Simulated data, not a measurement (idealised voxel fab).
A process module follows: voxel transistor to metal.
Cross-section cut spans 300 nm and uses square cells 5 nm in size.
When this document writes out a cross-section, it uses a grid of square cells and lists it as bands, beginning at the top and moving down, with a band standing for one or more rows of cells. Quick guide to a band line: top height, bottom height (nm) up front; then every material left to right with its width in nm. Only one material and it's marked "all across"? Then it fills the band edge to edge. And "air" just means empty space. Zero point of the height axis is 0; under it, received wafer = one material. Lowest band: continues down indefinitely, "0 -> down". With a width like "30 to 40", each row of cells in the band differs from the next by the same amount, the top row carrying the first number and the bottom row the second. The cross-section has no changed cell in any step marked "nothing was modified". "Sealed cavities" specifies each empty space that is not open to the top and that occupies no fewer than 8 cells, using the form width x height at distance, the distance measured from the left edge and all three quantities in nm. Whatever follows a step's settings on its line is a remark the simulator itself makes about that step. A step's line can hold "overlay nm"; with a mask on that step, the setting says how far right of the planned place the mask lay, while a negative setting says it lay to the left. Before/after cross-section pairs, one process step each; after shown to lowest changed band; step and settings beneath. Pairs may be from different runs of this module on the same starting wafer; a pair continues from the one above only where its "Prior to step" entry says so.
PRIOR TO STEP
> 40 -> 30 = air 65 nm, SiN 10 nm, SiCN 15 nm, SiN 10 nm, air 95 nm, SiN 10 nm, SiCN 15 nm, SiN 10 nm, air 70 nm
> 30 -> 5 = air 65 nm, SiN 10 nm, polySi 15 nm, SiN 10 nm, air 95 nm, SiN 10 nm, polySi 15 nm, SiN 10 nm, air 70 nm
> 5 -> 0 = air 25 nm, SiN 10 nm, air 30 nm, SiN 10 nm, polySi 15 nm, SiN 10 nm, air 30 nm, SiN 10 nm, air 15 nm, SiN 10 nm, air 30 nm, SiN 10 nm, polySi 15 nm, SiN 10 nm, air 30 nm, SiN 10 nm, air 30 nm
> 0 -> -5 = SiO2 25 nm, SiN 10 nm, air 30 nm, SiN 10 nm, polySi 15 nm, SiN 10 nm, air 30 nm, SiN 10 nm, SiO2 15 nm, SiN 10 nm, air 30 nm, SiN 10 nm, polySi 15 nm, SiN 10 nm, air 30 nm, SiN 10 nm, SiO2 30 nm
> -5 -> -10 = SiO2 35 nm, air 30 nm, SiO2 35 nm, air 30 nm, SiO2 35 nm, air 30 nm, SiO2 35 nm, air 30 nm, SiO2 40 nm
> -10 -> -25 = SiO2 30 nm, Si 105 nm, SiO2 25 nm, Si 105 nm, SiO2 35 nm
> -25 -> down = Si all across
> Sealed cavities: none
SECTION, POST-STEP
> 40 -> 30 = air 65 nm, SiN 10 nm, SiCN 15 nm, SiN 10 nm, air 95 nm, SiN 10 nm, SiCN 15 nm, SiN 10 nm, air 70 nm
> 30 -> 5 = air 65 nm, SiN 10 nm, polySi 15 nm, SiN 10 nm, air 95 nm, SiN 10 nm, polySi 15 nm, SiN 10 nm, air 70 nm
> 5 -> 0 = air 25 nm, SiN 10 nm, air 30 nm, SiN 10 nm, polySi 15 nm, SiN 10 nm, air 30 nm, SiN 10 nm, air 15 nm, SiN 10 nm, air 30 nm, SiN 10 nm, polySi 15 nm, SiN 10 nm, air 30 nm, SiN 10 nm, air 30 nm
> 0 -> -5 = SiO2 25 nm, SiN 10 nm, air 30 nm, SiN 10 nm, polySi 15 nm, SiN 10 nm, air 30 nm, SiN 10 nm, SiO2 15 nm, SiN 10 nm, air 30 nm, SiN 10 nm, polySi 15 nm, SiN 10 nm, air 30 nm, SiN 10 nm, SiO2 30 nm
> -5 -> -10 = SiO2 35 nm, air 30 nm, SiO2 35 nm, air 30 nm, SiO2 35 nm, air 30 nm, SiO2 35 nm, air 30 nm, SiO2 40 nm
> -10 -> -20 = SiO2 30 nm, Si 5 nm, air 30 nm, Si 35 nm, air 30 nm, Si 5 nm, SiO2 25 nm, Si 5 nm, air 30 nm, Si 35 nm, air 30 nm, Si 5 nm, SiO2 35 nm
> Under -20: no change, same as before.
> Sealed cavities: none
In between the before and after cross-sections above, the step is DIRECTIONAL_ETCH with etch materials Si, depth nm 10
Prior to step: the state before this step is the cross-section shown after the step in the pair just above.
SECTION, POST-STEP
> 40 -> 30 = air 65 nm, SiN 10 nm, SiCN 15 nm, SiN 10 nm, air 95 nm, SiN 10 nm, SiCN 15 nm, SiN 10 nm, air 70 nm
> 30 -> 5 = air 65 nm, SiN 10 nm, polySi 15 nm, SiN 10 nm, air 95 nm, SiN 10 nm, polySi 15 nm, SiN 10 nm, air 70 nm
> 5 -> 0 = air 25 nm, SiN 10 nm, SiGe 30 nm, SiN 10 nm, polySi 15 nm, SiN 10 nm, SiGe 30 nm, SiN 10 nm, air 15 nm, SiN 10 nm, SiGe 30 nm, SiN 10 nm, polySi 15 nm, SiN 10 nm, SiGe 30 nm, SiN 10 nm, air 30 nm
> 0 -> -5 = SiO2 25 nm, SiN 10 nm, SiGe 30 nm, SiN 10 nm, polySi 15 nm, SiN 10 nm, SiGe 30 nm, SiN 10 nm, SiO2 15 nm, SiN 10 nm, SiGe 30 nm, SiN 10 nm, polySi 15 nm, SiN 10 nm, SiGe 30 nm, SiN 10 nm, SiO2 30 nm
> -5 -> -10 = SiO2 35 nm, SiGe 30 nm, SiO2 35 nm, SiGe 30 nm, SiO2 35 nm, SiGe 30 nm, SiO2 35 nm, SiGe 30 nm, SiO2 40 nm
> -10 -> -20 = SiO2 30 nm, Si 5 nm, SiGe 30 nm, Si 35 nm, SiGe 30 nm, Si 5 nm, SiO2 25 nm, Si 5 nm, SiGe 30 nm, Si 35 nm, SiGe 30 nm, Si 5 nm, SiO2 35 nm
> Under -20: no change, same as before.
> Sealed cavities: none
In between the before and after cross-sections above, the step is EPI with material SiGe, thk nm 15
Prior to step: the state before this step is the cross-section shown after the step in the pair just above.
SECTION, POST-STEP
> 50 -> 40 = SiO2 all across
> 40 -> 30 = SiO2 65 nm, SiN 10 nm, SiCN 15 nm, SiN 10 nm, SiO2 95 nm, SiN 10 nm, SiCN 15 nm, SiN 10 nm, SiO2 70 nm
> 30 -> 5 = SiO2 65 nm, SiN 10 nm, polySi 15 nm, SiN 10 nm, SiO2 95 nm, SiN 10 nm, polySi 15 nm, SiN 10 nm, SiO2 70 nm
> 5 -> -5 = SiO2 25 nm, SiN 10 nm, SiGe 30 nm, SiN 10 nm, polySi 15 nm, SiN 10 nm, SiGe 30 nm, SiN 10 nm, SiO2 15 nm, SiN 10 nm, SiGe 30 nm, SiN 10 nm, polySi 15 nm, SiN 10 nm, SiGe 30 nm, SiN 10 nm, SiO2 30 nm
> Under -5: no change, same as before.
> Sealed cavities: none
In between the before and after cross-sections above, the step is FILL_DEP with material SiO2, thk nm 10
Prior to step: the state before this step is the cross-section shown after the step in the pair just above.
SECTION, POST-STEP
> 35 -> 30 = SiO2 65 nm, SiN 10 nm, SiCN 15 nm, SiN 10 nm, SiO2 95 nm, SiN 10 nm, SiCN 15 nm, SiN 10 nm, SiO2 70 nm
> Under 30: no change, same as before.
> Sealed cavities: none
In between the before and after cross-sections above, the step is CMP with height nm 35
Prior to step: the state before this step is the cross-section shown after the step in the pair just above.
SECTION, POST-STEP
> 50 -> 35 = SiO2 all across
> Under 35: no change, same as before.
> Sealed cavities: none
In between the before and after cross-sections above, the step is DIRECTIONAL_DEP with material SiO2, thk nm 15
Prior to step: the state before this step is the cross-section shown after the step in the pair just above.
SECTION, POST-STEP
> 70 -> 50 = resist 35 nm, air 20 nm, resist 55 nm, air 20 nm, resist 35 nm, air 20 nm, resist 55 nm, air 20 nm, resist 40 nm
> Under 50: no change, same as before.
> Sealed cavities: none
In between the before and after cross-sections above, the step is PATTERN with tone open, mask id CONTACT, material resist, width nm 20, thk nm 20, overlay nm 0
Prior to step: the state before this step is the cross-section shown after the step in the pair just above.
SECTION, POST-STEP
> 70 -> 50 = resist 35 nm, air 20 nm, resist 55 nm, air 20 nm, resist 35 nm, air 20 nm, resist 55 nm, air 20 nm, resist 40 nm
> 50 -> 35 = SiO2 35 nm, air 20 nm, SiO2 55 nm, air 20 nm, SiO2 35 nm, air 20 nm, SiO2 55 nm, air 20 nm, SiO2 40 nm
> 35 -> 30 = SiO2 35 nm, air 20 nm, SiO2 10 nm, SiN 10 nm, SiCN 15 nm, SiN 10 nm, SiO2 10 nm, air 20 nm, SiO2 35 nm, air 20 nm, SiO2 10 nm, SiN 10 nm, SiCN 15 nm, SiN 10 nm, SiO2 10 nm, air 20 nm, SiO2 40 nm
> 30 -> 5 = SiO2 35 nm, air 20 nm, SiO2 10 nm, SiN 10 nm, polySi 15 nm, SiN 10 nm, SiO2 10 nm, air 20 nm, SiO2 35 nm, air 20 nm, SiO2 10 nm, SiN 10 nm, polySi 15 nm, SiN 10 nm, SiO2 10 nm, air 20 nm, SiO2 40 nm
> Under 5: no change, same as before.
> Sealed cavities: none
In between the before and after cross-sections above, the step is DIRECTIONAL_ETCH with etch materials SiO2, depth nm 45
Prior to step: the state before this step is the cross-section shown after the step in the pair just above.
SECTION, POST-STEP
> 50 -> 35 = SiO2 35 nm, air 20 nm, SiO2 55 nm, air 20 nm, SiO2 35 nm, air 20 nm, SiO2 55 nm, air 20 nm, SiO2 40 nm
> Under 35: no change, same as before.
> Sealed cavities: none
In between the before and after cross-sections above, the step is STRIP with etch materials resist
Prior to step: the state before this step is the cross-section shown after the step in the pair just above.
SECTION, POST-STEP
> 55 -> 50 = TiN 40 nm, air 10 nm, TiN 65 nm, air 10 nm, TiN 45 nm, air 10 nm, TiN 65 nm, air 10 nm, TiN 45 nm
> 50 -> 35 = SiO2 35 nm, TiN 5 nm, air 10 nm, TiN 5 nm, SiO2 55 nm, TiN 5 nm, air 10 nm, TiN 5 nm, SiO2 35 nm, TiN 5 nm, air 10 nm, TiN 5 nm, SiO2 55 nm, TiN 5 nm, air 10 nm, TiN 5 nm, SiO2 40 nm
> 35 -> 30 = SiO2 35 nm, TiN 5 nm, air 10 nm, TiN 5 nm, SiO2 10 nm, SiN 10 nm, SiCN 15 nm, SiN 10 nm, SiO2 10 nm, TiN 5 nm, air 10 nm, TiN 5 nm, SiO2 35 nm, TiN 5 nm, air 10 nm, TiN 5 nm, SiO2 10 nm, SiN 10 nm, SiCN 15 nm, SiN 10 nm, SiO2 10 nm, TiN 5 nm, air 10 nm, TiN 5 nm, SiO2 40 nm
> 30 -> 10 = SiO2 35 nm, TiN 5 nm, air 10 nm, TiN 5 nm, SiO2 10 nm, SiN 10 nm, polySi 15 nm, SiN 10 nm, SiO2 10 nm, TiN 5 nm, air 10 nm, TiN 5 nm, SiO2 35 nm, TiN 5 nm, air 10 nm, TiN 5 nm, SiO2 10 nm, SiN 10 nm, polySi 15 nm, SiN 10 nm, SiO2 10 nm, TiN 5 nm, air 10 nm, TiN 5 nm, SiO2 40 nm
> 10 -> 5 = SiO2 35 nm, TiN 20 nm, SiO2 10 nm, SiN 10 nm, polySi 15 nm, SiN 10 nm, SiO2 10 nm, TiN 20 nm, SiO2 35 nm, TiN 20 nm, SiO2 10 nm, SiN 10 nm, polySi 15 nm, SiN 10 nm, SiO2 10 nm, TiN 20 nm, SiO2 40 nm
> Under 5: no change, same as before.
> Sealed cavities: none
In between the before and after cross-sections above, the step is CONFORMAL_DEP with material TiN, thk nm 5
Prior to step: the state before this step is the cross-section shown after the step in the pair just above.
SECTION, POST-STEP
> 60 -> 55 = W all across
> 55 -> 50 = TiN 40 nm, W 10 nm, TiN 65 nm, W 10 nm, TiN 45 nm, W 10 nm, TiN 65 nm, W 10 nm, TiN 45 nm
> 50 -> 35 = SiO2 35 nm, TiN 5 nm, W 10 nm, TiN 5 nm, SiO2 55 nm, TiN 5 nm, W 10 nm, TiN 5 nm, SiO2 35 nm, TiN 5 nm, W 10 nm, TiN 5 nm, SiO2 55 nm, TiN 5 nm, W 10 nm, TiN 5 nm, SiO2 40 nm
> 35 -> 30 = SiO2 35 nm, TiN 5 nm, W 10 nm, TiN 5 nm, SiO2 10 nm, SiN 10 nm, SiCN 15 nm, SiN 10 nm, SiO2 10 nm, TiN 5 nm, W 10 nm, TiN 5 nm, SiO2 35 nm, TiN 5 nm, W 10 nm, TiN 5 nm, SiO2 10 nm, SiN 10 nm, SiCN 15 nm, SiN 10 nm, SiO2 10 nm, TiN 5 nm, W 10 nm, TiN 5 nm, SiO2 40 nm
> 30 -> 10 = SiO2 35 nm, TiN 5 nm, W 10 nm, TiN 5 nm, SiO2 10 nm, SiN 10 nm, polySi 15 nm, SiN 10 nm, SiO2 10 nm, TiN 5 nm, W 10 nm, TiN 5 nm, SiO2 35 nm, TiN 5 nm, W 10 nm, TiN 5 nm, SiO2 10 nm, SiN 10 nm, polySi 15 nm, SiN 10 nm, SiO2 10 nm, TiN 5 nm, W 10 nm, TiN 5 nm, SiO2 40 nm
> Under 10: no change, same as before.
> Sealed cavities: none
In between the before and after cross-sections above, the step is FILL_DEP with material W, thk nm 5
Prior to step: the state before this step is the cross-section shown after the step in the pair just above.
SECTION, POST-STEP
> 50 -> 35 = SiO2 35 nm, TiN 5 nm, W 10 nm, TiN 5 nm, SiO2 55 nm, TiN 5 nm, W 10 nm, TiN 5 nm, SiO2 35 nm, TiN 5 nm, W 10 nm, TiN 5 nm, SiO2 55 nm, TiN 5 nm, W 10 nm, TiN 5 nm, SiO2 40 nm
> Under 35: no change, same as before.
> Sealed cavities: none
In between the before and after cross-sections above, the step is CMP with height nm 50
Prior to step: the state before this step is the cross-section shown after the step in the pair just above.
SECTION, POST-STEP
> 55 -> 50 = TiN all across
> Under 50: no change, same as before.
> Sealed cavities: none
In between the before and after cross-sections above, the step is DIRECTIONAL_DEP with material TiN, thk nm 5
Prior to step: the state before this step is the cross-section shown after the step in the pair just above.
SECTION, POST-STEP
> 75 -> 55 = W all across
> Under 55: no change, same as before.
> Sealed cavities: none
In between the before and after cross-sections above, the step is DIRECTIONAL_DEP with material W, thk nm 20
Prior to step: the state before this step is the cross-section shown after the step in the pair just above.
SECTION, POST-STEP
> 75 -> 55 = air 35 nm, W 20 nm, air 55 nm, W 20 nm, air 35 nm, W 20 nm, air 55 nm, W 20 nm, air 40 nm
> Under 55: no change, same as before.
> Sealed cavities: none
In between the before and after cross-sections above, the step is MASKED_ETCH with tone cover, mask id METAL_1, width nm 20, etch materials W, depth nm 20, overlay nm 0
Prior to step: the state before this step is the cross-section shown after the step in the pair just above.
SECTION, POST-STEP
> 75 -> 55 = air 35 nm, W 20 nm, air 55 nm, W 20 nm, air 35 nm, W 20 nm, air 55 nm, W 20 nm, air 40 nm
> 55 -> 50 = air 35 nm, TiN 20 nm, air 55 nm, TiN 20 nm, air 35 nm, TiN 20 nm, air 55 nm, TiN 20 nm, air 40 nm
> Under 50: no change, same as before.
> Sealed cavities: none
In between the before and after cross-sections above, the step is MASKED_ETCH with tone cover, mask id METAL_1, width nm 20, etch materials TiN, depth nm 5, overlay nm 0
Prior to step: the state before this step is the cross-section shown after the step in the pair just above.
SECTION, POST-STEP
> 80 -> 75 = SiO2 all across
> 75 -> 55 = SiO2 35 nm, W 20 nm, SiO2 55 nm, W 20 nm, SiO2 35 nm, W 20 nm, SiO2 55 nm, W 20 nm, SiO2 40 nm
> 55 -> 50 = SiO2 35 nm, TiN 20 nm, SiO2 55 nm, TiN 20 nm, SiO2 35 nm, TiN 20 nm, SiO2 55 nm, TiN 20 nm, SiO2 40 nm
> Under 50: no change, same as before.
> Sealed cavities: none
In between the before and after cross-sections above, the step is FILL_DEP with material SiO2, thk nm 5
Prior to step: the state before this step is the cross-section shown after the step in the pair just above.
SECTION, POST-STEP
> 75 -> 55 = SiO2 35 nm, W 20 nm, SiO2 55 nm, W 20 nm, SiO2 35 nm, W 20 nm, SiO2 55 nm, W 20 nm, SiO2 40 nm
> Under 55: no change, same as before.
> Sealed cavities: none
In between the before and after cross-sections above, the step is CMP with height nm 75
Prior to step: the state before this step is the cross-section shown after the step in the pair just above.
SECTION, POST-STEP
> 80 -> 75 = SiCN all across
> Under 75: no change, same as before.
> Sealed cavities: none
In between the before and after cross-sections above, the step is CONFORMAL_DEP with material SiCN, thk nm 5
Prior to step: the state before this step is the cross-section shown after the step in the pair just above.
SECTION, POST-STEP
> 110 -> 80 = lowk all across
> Under 80: no change, same as before.
> Sealed cavities: none
In between the before and after cross-sections above, the step is DIRECTIONAL_DEP with material lowk, thk nm 30
Prior to step: the state before this step is the cross-section shown after the step in the pair just above.
SECTION, POST-STEP
> 120 -> 110 = aC all across
> Under 110: no change, same as before.
> Sealed cavities: none
In between the before and after cross-sections above, the step is DIRECTIONAL_DEP with material aC, thk nm 10
Prior to step: the state before this step is the cross-section shown after the step in the pair just above.
SECTION, POST-STEP
> 150 -> 120 = resist 35 nm, air 20 nm, resist 110 nm, air 20 nm, resist 115 nm
> Under 120: no change, same as before.
> Sealed cavities: none
In between the before and after cross-sections above, the step is PATTERN with tone open, mask id METAL_2, material resist, width nm 20, pitch nm 130, thk nm 30, overlay nm 0
Prior to step: the state before this step is the cross-section shown after the step in the pair just above.
SECTION, POST-STEP
> 140 -> 120 = resist 35 nm, air 20 nm, resist 110 nm, air 20 nm, resist 115 nm
> 120 -> 110 = aC 35 nm, air 20 nm, aC 110 nm, air 20 nm, aC 115 nm
> Under 110: no change, same as before.
> Sealed cavities: none
In between the before and after cross-sections above, the step is DIRECTIONAL_ETCH with etch materials aC, depth nm 10
Prior to step: the state before this step is the cross-section shown after the step in the pair just above.
SECTION, POST-STEP
> 120 -> 110 = aC 35 nm, air 20 nm, aC 110 nm, air 20 nm, aC 115 nm
> Under 110: no change, same as before.
> Sealed cavities: none
In between the before and after cross-sections above, the step is STRIP with etch materials resist
Prior to step: the state before this step is the cross-section shown after the step in the pair just above.
SECTION, POST-STEP
> 120 -> 110 = aC 35 nm, air 20 nm, aC 110 nm, air 20 nm, aC 115 nm
> 110 -> 95 = lowk 35 nm, air 20 nm, lowk 110 nm, air 20 nm, lowk 115 nm
> Under 95: no change, same as before.
> Sealed cavities: none
In between the before and after cross-sections above, the step is DIRECTIONAL_ETCH with etch materials lowk, depth nm 15
Prior to step: the state before this step is the cross-section shown after the step in the pair just above.
SECTION, POST-STEP
> 110 -> 95 = lowk 35 nm, air 20 nm, lowk 110 nm, air 20 nm, lowk 115 nm
> Under 95: no change, same as before.
> Sealed cavities: none
In between the before and after cross-sections above, the step is STRIP with etch materials aC
Prior to step: the state before this step is the cross-section shown after the step in the pair just above.
SECTION, POST-STEP
> 120 -> 110 = aC 35 nm, air 20 nm, aC 110 nm, air 20 nm, aC 115 nm
> 110 -> 105 = lowk 35 nm, air 20 nm, lowk 110 nm, air 20 nm, lowk 115 nm
> 105 -> 95 = lowk 35 nm, aC 20 nm, lowk 110 nm, aC 20 nm, lowk 115 nm
> Under 95: no change, same as before.
> Sealed cavities: none
In between the before and after cross-sections above, the step is DIRECTIONAL_DEP with material aC, thk nm 10
Prior to step: the state before this step is the cross-section shown after the step in the pair just above.
SECTION, POST-STEP
> 145 -> 120 = resist 35 nm, air 15 nm, resist 115 nm, air 15 nm, resist 120 nm
> 120 -> 110 = aC 35 nm, air 15 nm, resist 5 nm, aC 110 nm, air 15 nm, resist 5 nm, aC 115 nm
> 110 -> 105 = lowk 35 nm, air 15 nm, resist 5 nm, lowk 110 nm, air 15 nm, resist 5 nm, lowk 115 nm
> Under 105: no change, same as before.
> Sealed cavities: none
In between the before and after cross-sections above, the step is PATTERN with tone open, mask id METAL_2_HOLES, material resist, width nm 15, pitch nm 130, thk nm 25, overlay nm 0
Prior to step: the state before this step is the cross-section shown after the step in the pair just above.
SECTION, POST-STEP
> 135 -> 120 = resist 35 nm, air 15 nm, resist 115 nm, air 15 nm, resist 120 nm
> 120 -> 110 = aC 35 nm, air 15 nm, resist 5 nm, aC 110 nm, air 15 nm, resist 5 nm, aC 115 nm
> 110 -> 105 = lowk 35 nm, air 15 nm, resist 5 nm, lowk 110 nm, air 15 nm, resist 5 nm, lowk 115 nm
> 105 -> 95 = lowk 35 nm, air 15 nm, aC 5 nm, lowk 110 nm, air 15 nm, aC 5 nm, lowk 115 nm
> Under 95: no change, same as before.
> Sealed cavities: none
In between the before and after cross-sections above, the step is DIRECTIONAL_ETCH with etch materials aC, depth nm 10
Prior to step: the state before this step is the cross-section shown after the step in the pair just above.
SECTION, POST-STEP
> 120 -> 110 = aC 35 nm, air 20 nm, aC 110 nm, air 20 nm, aC 115 nm
> 110 -> 105 = lowk 35 nm, air 20 nm, lowk 110 nm, air 20 nm, lowk 115 nm
> Under 105: no change, same as before.
> Sealed cavities: none
In between the before and after cross-sections above, the step is STRIP with etch materials resist
Prior to step: the state before this step is the cross-section shown after the step in the pair just above.
SECTION, POST-STEP
> 120 -> 110 = aC 35 nm, air 20 nm, aC 110 nm, air 20 nm, aC 115 nm
> 110 -> 105 = lowk 35 nm, air 20 nm, lowk 110 nm, air 20 nm, lowk 115 nm
> 105 -> 95 = lowk 35 nm, air 15 nm, aC 5 nm, lowk 110 nm, air 15 nm, aC 5 nm, lowk 115 nm
> 95 -> 80 = lowk 35 nm, air 15 nm, lowk 115 nm, air 15 nm, lowk 120 nm
> Under 80: no change, same as before.
> Sealed cavities: none
In between the before and after cross-sections above, the step is DIRECTIONAL_ETCH with etch materials lowk, depth nm 15
Prior to step: the state before this step is the cross-section shown after the step in the pair just above.
SECTION, POST-STEP
> 120 -> 110 = aC 35 nm, air 20 nm, aC 110 nm, air 20 nm, aC 115 nm
> 110 -> 105 = lowk 35 nm, air 20 nm, lowk 110 nm, air 20 nm, lowk 115 nm
> 105 -> 95 = lowk 35 nm, air 15 nm, aC 5 nm, lowk 110 nm, air 15 nm, aC 5 nm, lowk 115 nm
> 95 -> 80 = lowk 35 nm, air 15 nm, lowk 115 nm, air 15 nm, lowk 120 nm
> 80 -> 75 = SiCN 35 nm, air 15 nm, SiCN 115 nm, air 15 nm, SiCN 120 nm
> Under 75: no change, same as before.
> Sealed cavities: none
In between the before and after cross-sections above, the step is DIRECTIONAL_ETCH with etch materials SiCN, depth nm 5
Prior to step: the state before this step is the cross-section shown after the step in the pair just above.
SECTION, POST-STEP
> 110 -> 95 = lowk 35 nm, air 20 nm, lowk 110 nm, air 20 nm, lowk 115 nm
> Under 95: no change, same as before.
> Sealed cavities: none
In between the before and after cross-sections above, the step is STRIP with etch materials aC
Prior to step: the state before this step is the cross-section shown after the step in the pair just above.
SECTION, POST-STEP
> 115 -> 110 = TiN 40 nm, air 10 nm, TiN 120 nm, air 10 nm, TiN 120 nm
> 110 -> 100 = lowk 35 nm, TiN 5 nm, air 10 nm, TiN 5 nm, lowk 110 nm, TiN 5 nm, air 10 nm, TiN 5 nm, lowk 115 nm
> 100 -> 95 = lowk 35 nm, TiN 5 nm, air 5 nm, TiN 10 nm, lowk 110 nm, TiN 5 nm, air 5 nm, TiN 10 nm, lowk 115 nm
> 95 -> 80 = lowk 35 nm, TiN 5 nm, air 5 nm, TiN 5 nm, lowk 115 nm, TiN 5 nm, air 5 nm, TiN 5 nm, lowk 120 nm
> 80 -> 75 = SiCN 35 nm, TiN 15 nm, SiCN 115 nm, TiN 15 nm, SiCN 120 nm
> Under 75: no change, same as before.
> Sealed cavities: none
In between the before and after cross-sections above, the step is CONFORMAL_DEP with material TiN, thk nm 5
Prior to step: the state before this step is the cross-section shown after the step in the pair just above.
SECTION, POST-STEP
> 125 -> 115 = Cu all across
> 115 -> 110 = TiN 40 nm, Cu 10 nm, TiN 120 nm, Cu 10 nm, TiN 120 nm
> 110 -> 100 = lowk 35 nm, TiN 5 nm, Cu 10 nm, TiN 5 nm, lowk 110 nm, TiN 5 nm, Cu 10 nm, TiN 5 nm, lowk 115 nm
> 100 -> 95 = lowk 35 nm, TiN 5 nm, Cu 5 nm, TiN 10 nm, lowk 110 nm, TiN 5 nm, Cu 5 nm, TiN 10 nm, lowk 115 nm
> 95 -> 80 = lowk 35 nm, TiN 5 nm, Cu 5 nm, TiN 5 nm, lowk 115 nm, TiN 5 nm, Cu 5 nm, TiN 5 nm, lowk 120 nm
> Under 80: no change, same as before.
> Sealed cavities: none
In between the before and after cross-sections above, the step is FILL_DEP with material Cu, thk nm 10
Prior to step: the state before this step is the cross-section shown after the step in the pair just above.
SECTION, POST-STEP
> 110 -> 100 = lowk 35 nm, TiN 5 nm, Cu 10 nm, TiN 5 nm, lowk 110 nm, TiN 5 nm, Cu 10 nm, TiN 5 nm, lowk 115 nm
> Under 100: no change, same as before.
> Sealed cavities: none
In between the before and after cross-sections above, the step is CMP with height nm 110
Prior to step: the state before this step is the cross-section shown after the step in the pair just above.
SECTION, POST-STEP
> 115 -> 110 = SiCN all across
> Under 110: no change, same as before.
> Sealed cavities: none
In between the before and after cross-sections above, the step is CONFORMAL_DEP with material SiCN, thk nm 5
PRIOR TO STEP
> 75 -> 55 = W all across
> 55 -> 50 = TiN all across
> 50 -> 35 = SiO2 35 nm, TiN 5 nm, W 10 nm, TiN 5 nm, SiO2 55 nm, TiN 5 nm, W 10 nm, TiN 5 nm, SiO2 35 nm, TiN 5 nm, W 10 nm, TiN 5 nm, SiO2 55 nm, TiN 5 nm, W 10 nm, TiN 5 nm, SiO2 40 nm
> 35 -> 25 = SiO2 35 nm, TiN 5 nm, W 10 nm, TiN 5 nm, SiO2 10 nm, SiN 10 nm, SiCN 15 nm, SiN 10 nm, SiO2 10 nm, TiN 5 nm, W 10 nm, TiN 5 nm, SiO2 35 nm, TiN 5 nm, W 10 nm, TiN 5 nm, SiO2 10 nm, SiN 10 nm, SiCN 15 nm, SiN 10 nm, SiO2 10 nm, TiN 5 nm, W 10 nm, TiN 5 nm, SiO2 40 nm
> 25 -> 10 = SiO2 35 nm, TiN 5 nm, W 10 nm, TiN 5 nm, SiO2 10 nm, SiN 10 nm, polySi 15 nm, SiN 10 nm, SiO2 10 nm, TiN 5 nm, W 10 nm, TiN 5 nm, SiO2 35 nm, TiN 5 nm, W 10 nm, TiN 5 nm, SiO2 10 nm, SiN 10 nm, polySi 15 nm, SiN 10 nm, SiO2 10 nm, TiN 5 nm, W 10 nm, TiN 5 nm, SiO2 40 nm
> 10 -> 5 = SiO2 35 nm, TiN 20 nm, SiO2 10 nm, SiN 10 nm, polySi 15 nm, SiN 10 nm, SiO2 10 nm, TiN 20 nm, SiO2 35 nm, TiN 20 nm, SiO2 10 nm, SiN 10 nm, polySi 15 nm, SiN 10 nm, SiO2 10 nm, TiN 20 nm, SiO2 40 nm
> 5 -> -5 = SiO2 25 nm, SiN 10 nm, SiGe 30 nm, SiN 10 nm, polySi 15 nm, SiN 10 nm, SiGe 30 nm, SiN 10 nm, SiO2 15 nm, SiN 10 nm, SiGe 30 nm, SiN 10 nm, polySi 15 nm, SiN 10 nm, SiGe 30 nm, SiN 10 nm, SiO2 30 nm
> -5 -> -10 = SiO2 35 nm, SiGe 30 nm, SiO2 35 nm, SiGe 30 nm, SiO2 35 nm, SiGe 30 nm, SiO2 35 nm, SiGe 30 nm, SiO2 40 nm
> -10 -> -20 = SiO2 30 nm, Si 5 nm, SiGe 30 nm, Si 35 nm, SiGe 30 nm, Si 5 nm, SiO2 25 nm, Si 5 nm, SiGe 30 nm, Si 35 nm, SiGe 30 nm, Si 5 nm, SiO2 35 nm
> -20 -> -25 = SiO2 30 nm, Si 105 nm, SiO2 25 nm, Si 105 nm, SiO2 35 nm
> -25 -> down = Si all across
> Sealed cavities: none
SECTION, POST-STEP
> 75 -> 55 = air 30 nm, W 30 nm, air 45 nm, W 30 nm, air 25 nm, W 30 nm, air 45 nm, W 30 nm, air 35 nm
> Under 55: no change, same as before.
> Sealed cavities: none
In between the before and after cross-sections above, the step is MASKED_ETCH with tone cover, mask id METAL_1, width nm 30, etch materials W, depth nm 20, overlay nm 0
Prior to step: the state before this step is the cross-section shown after the step in the pair just above.
SECTION, POST-STEP
> 75 -> 55 = air 30 nm, W 30 nm, air 45 nm, W 30 nm, air 25 nm, W 30 nm, air 45 nm, W 30 nm, air 35 nm
> 55 -> 50 = air 30 nm, TiN 30 nm, air 45 nm, TiN 30 nm, air 25 nm, TiN 30 nm, air 45 nm, TiN 30 nm, air 35 nm
> Under 50: no change, same as before.
> Sealed cavities: none
In between the before and after cross-sections above, the step is MASKED_ETCH with tone cover, mask id METAL_1, width nm 20, etch materials TiN, depth nm 5, overlay nm 0
Prior to step: the state before this step is the cross-section shown after the step in the pair just above.
SECTION, POST-STEP
> 80 -> 75 = SiO2 all across
> 75 -> 55 = SiO2 30 nm, W 30 nm, SiO2 45 nm, W 30 nm, SiO2 25 nm, W 30 nm, SiO2 45 nm, W 30 nm, SiO2 35 nm
> 55 -> 50 = SiO2 30 nm, TiN 30 nm, SiO2 45 nm, TiN 30 nm, SiO2 25 nm, TiN 30 nm, SiO2 45 nm, TiN 30 nm, SiO2 35 nm
> Under 50: no change, same as before.
> Sealed cavities: none
In between the before and after cross-sections above, the step is FILL_DEP with material SiO2, thk nm 5
Prior to step: the state before this step is the cross-section shown after the step in the pair just above.
SECTION, POST-STEP
> 75 -> 55 = SiO2 30 nm, W 30 nm, SiO2 45 nm, W 30 nm, SiO2 25 nm, W 30 nm, SiO2 45 nm, W 30 nm, SiO2 35 nm
> Under 55: no change, same as before.
> Sealed cavities: none
In between the before and after cross-sections above, the step is CMP with height nm 75
Prior to step: the state before this step is the cross-section shown after the step in the pair just above.
SECTION, POST-STEP
> 80 -> 75 = SiCN all across
> Under 75: no change, same as before.
> Sealed cavities: none
In between the before and after cross-sections above, the step is CONFORMAL_DEP with material SiCN, thk nm 5
Prior to step: the state before this step is the cross-section shown after the step in the pair just above.
SECTION, POST-STEP
> 110 -> 80 = lowk all across
> Under 80: no change, same as before.
> Sealed cavities: none
In between the before and after cross-sections above, the step is DIRECTIONAL_DEP with material lowk, thk nm 30
Prior to step: the state before this step is the cross-section shown after the step in the pair just above.
SECTION, POST-STEP
> 120 -> 110 = aC all across
> Under 110: no change, same as before.
> Sealed cavities: none
In between the before and after cross-sections above, the step is DIRECTIONAL_DEP with material aC, thk nm 10
Prior to step: the state before this step is the cross-section shown after the step in the pair just above.
SECTION, POST-STEP
> 150 -> 120 = resist 35 nm, air 20 nm, resist 110 nm, air 20 nm, resist 115 nm
> Under 120: no change, same as before.
> Sealed cavities: none
In between the before and after cross-sections above, the step is PATTERN with tone open, mask id METAL_2, material resist, width nm 20, pitch nm 130, thk nm 30, overlay nm 0
